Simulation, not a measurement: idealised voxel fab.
This is a process module. Its name is voxel tone inversion.
Pictured: cross-section cut, 285 nm wide, on a grid of 5 nm square cells.
Heads up, the way a cross-section reads in here is a grid of square cells, handed over as bands from the top down, with every band being one or more rows of cells. The band entry comprises the height of the band's top followed by the height of its bottom, expressed in nm, and subsequently the band's materials from left to right, each stated together with its width in nm. Where a single material is marked with the word "edge to edge", that material fills the band from edge to edge. The word "blank" represents empty space. Measure heights from 0. That's the level where, below it, the as-received wafer is all one material. The lowest band is bottomless and extends downward; write it as in "0 and below". Top row gets the first number, bottom row gets the second, and each row in between changes by the same step: that is how a band width like "30 to 40" works. It should be understood that the words "all unchanged", when stated for a given step, signify that the cross-section underwent no change in any of its cells during that step. Unvented cavities: empty space of 8 cells or more with no open way to the top, each as width x height at its distance from the left edge, in nm. What comes after the settings on a step's line is commentary from the simulator itself on that step. A step's line can hold "overlay nm"; with a mask on that step, the setting says how far right of the planned place the mask lay, while a negative setting says it lay to the left.

Listed below are the process steps as planned
| 1 | RECEIVE with material Si |
| 2 | CONFORMAL_DEP with material SiN, thk nm 5 |
| 3 | DIRECTIONAL_DEP with material aC, thk nm 20 |
| 4 | PATTERN with tone cover, mask id POSTS, material resist, width nm 15, pitch nm 45, thk nm 30, overlay nm 0 |
| 5 | DIRECTIONAL_ETCH with etch materials aC, depth nm 20 |
| 6 | STRIP with etch materials resist |
| 7 | FILL_DEP with material lowk, thk nm 10 |
| 8 | CMP with height nm 25 |
| 9 | STRIP with etch materials aC |

Run as planned: first of two wafers

As-received state of the wafer in cross-section, equivalent to post-step 1
* 0 and below  Si edge to edge
* Unvented cavities: none

Take a look at the wafer's cross-section after step 2
* 5 down to 0  SiN edge to edge
* Below 0, the layers are the same as they were.

Take a look at the wafer's cross-section after step 3
* 25 down to 5  aC edge to edge
* Below 5, the layers are the same as they were.

Take a look at the wafer's cross-section after step 4
* 55 down to 25  110 blank, then 15 resist, then 30 blank, then 15 resist, then 115 blank
* Below 25, the layers are the same as they were.

Take a look at the wafer's cross-section after step 5
* 35 down to 25  110 blank, then 15 resist, then 30 blank, then 15 resist, then 115 blank
* 25 down to 5  110 blank, then 15 aC, then 30 blank, then 15 aC, then 115 blank
* Below 5, the layers are the same as they were.

Take a look at the wafer's cross-section after step 6
* 25 down to 5  110 blank, then 15 aC, then 30 blank, then 15 aC, then 115 blank
* Below 5, the layers are the same as they were.

Take a look at the wafer's cross-section after step 7
* 35 down to 25  lowk edge to edge
* 25 down to 5  110 lowk, then 15 aC, then 30 lowk, then 15 aC, then 115 lowk
* Below 5, the layers are the same as they were.

Take a look at the wafer's cross-section after step 8
* 25 down to 5  110 lowk, then 15 aC, then 30 lowk, then 15 aC, then 115 lowk
* Below 5, the layers are the same as they were.

Take a look at the wafer's cross-section after step 9
* 25 down to 5  110 lowk, then 15 blank, then 30 lowk, then 15 blank, then 115 lowk
* Below 5, the layers are the same as they were.

Wafer two of two - same starting point, same process plan, one mistake in execution; matches wafer one up to and including step 2

Cross-sectional representation of the second wafer at the time designated in the plan for the completion of step 3
* 25 down to 5  lowk edge to edge
* Below 5, the layers are the same as they were.

Cross-sectional representation of the second wafer at the time designated in the plan for the completion of step 4
* 55 down to 25  110 blank, then 15 resist, then 30 blank, then 15 resist, then 115 blank
* Below 25, the layers are the same as they were.

Cross-sectional representation of the second wafer at the time designated in the plan for the completion of step 5
* 35 down to 25  110 blank, then 15 resist, then 30 blank, then 15 resist, then 115 blank
* Below 25, the layers are the same as they were.

Cross-sectional representation of the second wafer at the time designated in the plan for the completion of step 6
* 25 down to 5  lowk edge to edge
* Below 5, the layers are the same as they were.

Cross-sectional representation of the second wafer at the time designated in the plan for the completion of step 7
* 35 down to 5  lowk edge to edge
* Below 5, the layers are the same as they were.

Cross-sectional representation of the second wafer at the time designated in the plan for the completion of step 8
* 25 down to 5  lowk edge to edge
* Below 5, the layers are the same as they were.

Cross-sectional representation of the second wafer at the time designated in the plan for the completion of step 9: all unchanged
Short version of what went wrong: step 3, actual vs plan mismatch, actual run DIRECTIONAL_DEP with material lowk, thk nm 20
End check, counted in cells, second wafer has more or fewer of these materials than the first: lowk: 24 more
